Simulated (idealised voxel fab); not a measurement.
Process module, titled voxel capacitor over wiring
210 nm wide, 5 nm square cells: that's cross-section cut.
Square cells in a grid make up a cross-section in this document, and the grid is given as bands, listed from the top down, each one or more rows of cells.
Band: top height; bottom height; in nm. Then, left to right: material with width in nm, for each material. "edge to edge": a single material spanning edge to edge. "air": empty space.
Ref level 0: as-received wafer is one material below here. Bottom band extends down with no lower bound ("z 0 and below").
The notation "30..40" denotes a width that varies across the rows of cells in the band, beginning at the first number in the top row, finishing at the second number in the bottom row, and changing by an identical amount from each row to the next.
No cell of the cross-section changed in a step that is given as "same as before".
Each empty space that has no open way to the top and spans at least 8 cells appears under "Closed void roster" as width x height at distance, the distance counted from the left edge, all in nm.
Formally, on a step line, whatever follows the settings is a remark that the simulator itself makes on the step.
You can add "overlay nm" to a step's line. For a step with a mask, it describes how far the mask lay to the right of its planned position, and a negative number describes a lay to the left.
### Below is the list of planned process steps
| 1 | RECEIVE | material Si |
| 2 | CONFORMAL_DEP | material SiO2 | thk nm 10 |
| 3 | CONFORMAL_DEP | material SiCN | thk nm 5 |
| 4 | DIRECTIONAL_DEP | material lowk | thk nm 25 |
| 5 | PATTERN | tone open | mask id METAL_1 | material resist | width nm 25 | pitch nm 90 | thk nm 20 | overlay nm 0 |
| 6 | DIRECTIONAL_ETCH | etch materials lowk | depth nm 25 |
| 7 | DIRECTIONAL_ETCH | etch materials SiCN | depth nm 5 |
| 8 | STRIP | etch materials resist |
| 9 | CONFORMAL_DEP | material TiN | thk nm 5 |
| 10 | FILL_DEP | material Ru | thk nm 10 |
| 11 | CMP | height nm 40 |
| 12 | CONFORMAL_DEP | material SiCN | thk nm 5 |
| 13 | DIRECTIONAL_DEP | material SiO2 | thk nm 20 |
| 14 | PATTERN | tone open | mask id PLUG_1 | material resist | width nm 15 | thk nm 20 | overlay nm 0 |
| 15 | DIRECTIONAL_ETCH | etch materials SiO2 | depth nm 20 |
| 16 | DIRECTIONAL_ETCH | etch materials SiCN | depth nm 5 |
| 17 | STRIP | etch materials resist |
| 18 | EPI | material Ru | thk nm 10 |
| 19 | EPI | material Ru | thk nm 10 |
| 20 | EPI | material Ru | thk nm 5 |
| 21 | DIRECTIONAL_DEP | material TiN | thk nm 5 |
| 22 | DIRECTIONAL_DEP | material Al2O3 | thk nm 5 |
| 23 | DIRECTIONAL_DEP | material TiN | thk nm 5 |
| 24 | DIRECTIONAL_DEP | material aC | thk nm 15 |
| 25 | PATTERN | tone cover | mask id UPPER_PLATE | material resist | width nm 70 | thk nm 35 | overlay nm 0 |
| 26 | DIRECTIONAL_ETCH | etch materials aC | depth nm 15 |
| 27 | STRIP | etch materials resist |
| 28 | DIRECTIONAL_ETCH | etch materials TiN | depth nm 5 |
| 29 | DIRECTIONAL_ETCH | etch materials Al2O3 | depth nm 5 |
| 30 | STRIP | etch materials aC |
| 31 | DIRECTIONAL_DEP | material aC | thk nm 10 |
| 32 | PATTERN | tone cover | mask id LOWER_PLATE | material resist | width nm 80 | thk nm 25 | overlay nm 0 |
| 33 | DIRECTIONAL_ETCH | etch materials aC | depth nm 10 |
| 34 | STRIP | etch materials resist |
| 35 | DIRECTIONAL_ETCH | etch materials TiN | depth nm 5 |
| 36 | STRIP | etch materials aC |
| 37 | FILL_DEP | material SiO2 | thk nm 20 |
| 38 | CMP | height nm 95 |
| 39 | PATTERN | tone open | mask id PLUG_2 | material resist | width nm 15 | thk nm 20 | overlay nm 0 |
| 40 | DIRECTIONAL_ETCH | etch materials SiO2 | depth nm 15 |
| 41 | STRIP | etch materials resist |
| 42 | CONFORMAL_DEP | material TiN | thk nm 5 |
| 43 | FILL_DEP | material W | thk nm 10 |
| 44 | CMP | height nm 95 |
| 45 | CONFORMAL_DEP | material SiN | thk nm 5 |
### Wafer at receipt (post step 1), cross-section
z 0 and below: Si edge to edge
Closed void roster: none
### Cross-section, end of module. Start: as above. Plan: as above. Execution: one mistake
z 100 to 95: SiN edge to edge
z 95 to 85: SiO2 (65) / TiN (5) / W (5) / TiN (5) / SiO2 (130)
z 85 to 80: SiO2 (65) / TiN (15) / SiO2 (130)
z 80 to 75: lowk edge to edge
z 75 to 70: Al2O3 edge to edge
z 70 to 65: TiN edge to edge
z 65 to 45: SiO2 (55) / Ru (15) / SiO2 (140)
z 45 to 40: SiCN (55) / Ru (15) / SiCN (140)
z 40 to 15: lowk (45) / TiN (5) / Ru (15) / TiN (5) / lowk (65) / TiN (5) / Ru (15) / TiN (5) / lowk (50)
z 15 to 10: SiCN (45) / TiN (25) / SiCN (65) / TiN (25) / SiCN (50)
z 10 to 0: SiO2 edge to edge
z 0 and below: Si edge to edge
Closed void roster: none
Run error: off-plan run, step 23, actual operation and settings DIRECTIONAL_DEP | material lowk | thk nm 5
